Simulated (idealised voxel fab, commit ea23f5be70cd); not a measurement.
Process module in this document: voxel gate over fins
190 nm wide, 5 nm square cells: that's cross-section cut.
Bands, listed from the top down, are how a cross-section gets written in this document; the cross-section itself is a grid of square cells, and a band is one or more rows of them.
For a band, the entry starts with two heights in nm, that of the top and then that of the bottom, and carries on with the band's materials in order from left to right, each alongside its width in nm; the word "edge to edge" beside a single material means it fills the band edge to edge, and "blank" means empty space.
Note: height 0 marks the level under which the wafer is uniformly one material as received. Lowest band unbounded below, written "0..down".
Per-row width for "30 to 40": begins at first number (top row of band), ends at second number (bottom row), increment between rows held constant.
When a step is marked "remains unaltered", none of the cells in the cross-section changed during that step.
Under "Fully sealed cavities" you'll find the enclosed gaps, the ones with no way out to the top, that are 8 cells or bigger; each reads width x height at distance, with distance counted from the left edge, everything in nm.
Note: text after step settings on the step line = simulator remark on that step.
The "overlay nm" setting may appear on a step's line; for a step that uses a mask, it gives how far to the right of its planned position the mask lay, and a negative value indicates the left.
-- Process steps - plan
1. RECEIVE (material Si)
2. CONFORMAL_DEP (material SiN; thk nm 5)
3. DIRECTIONAL_DEP (material aC; thk nm 15)
4. PATTERN (tone cover; mask id FINS; material resist; width nm 15; pitch nm 40; thk nm 30; overlay nm -15)
5. DIRECTIONAL_ETCH (etch materials aC; depth nm 15)
6. STRIP (etch materials resist)
7. DIRECTIONAL_ETCH (etch materials SiN; depth nm 5)
8. DIRECTIONAL_ETCH (etch materials Si; depth nm 35)
9. STRIP (etch materials aC)
10. FILL_DEP (material SiO2; thk nm 15)
11. CMP (height nm 5)
12. SELECTIVE_ETCH (etch materials SiO2; depth nm 15)
13. STRIP (etch materials SiN)
14. CONFORMAL_DEP (material HfO2; thk nm 5)
15. CONFORMAL_DEP (material TiN; thk nm 5)
16. FILL_DEP (material W; thk nm 15)
17. CMP (height nm 20)
18. CONFORMAL_DEP (material SiN; thk nm 10)
Among the wafers covered here, the point of difference is the overlay nm at step 4; their starting state is shared, and the plan presents the value of the first wafer.
-- First of several wafers, received after step 1, in cross-section
* 0..down = Si edge to edge
* Fully sealed cavities: none
-- Basically each wafer gets a line in the table, showing it at the end of the module: material by material, the cells it gained (+) or lost (-) since we got it, then its closed voids
overlay nm -15 | +46 HfO2 | -224 Si | +76 SiN | +160 SiO2 | +46 TiN | +124 W | Fully sealed cavities: none
overlay nm -10 | +46 HfO2 | -224 Si | +76 SiN | +160 SiO2 | +46 TiN | +124 W | Fully sealed cavities: none
overlay nm -5 | +46 HfO2 | -224 Si | +76 SiN | +160 SiO2 | +46 TiN | +124 W | Fully sealed cavities: none
overlay nm 0 | +46 HfO2 | -224 Si | +76 SiN | +160 SiO2 | +46 TiN | +124 W | Fully sealed cavities: none
overlay nm 5 | +46 HfO2 | -224 Si | +76 SiN | +160 SiO2 | +46 TiN | +124 W | Fully sealed cavities: none
overlay nm 10 | +46 HfO2 | -224 Si | +76 SiN | +160 SiO2 | +46 TiN | +124 W | Fully sealed cavities: none
overlay nm 15 | +46 HfO2 | -224 Si | +76 SiN | +160 SiO2 | +46 TiN | +124 W | Fully sealed cavities: none
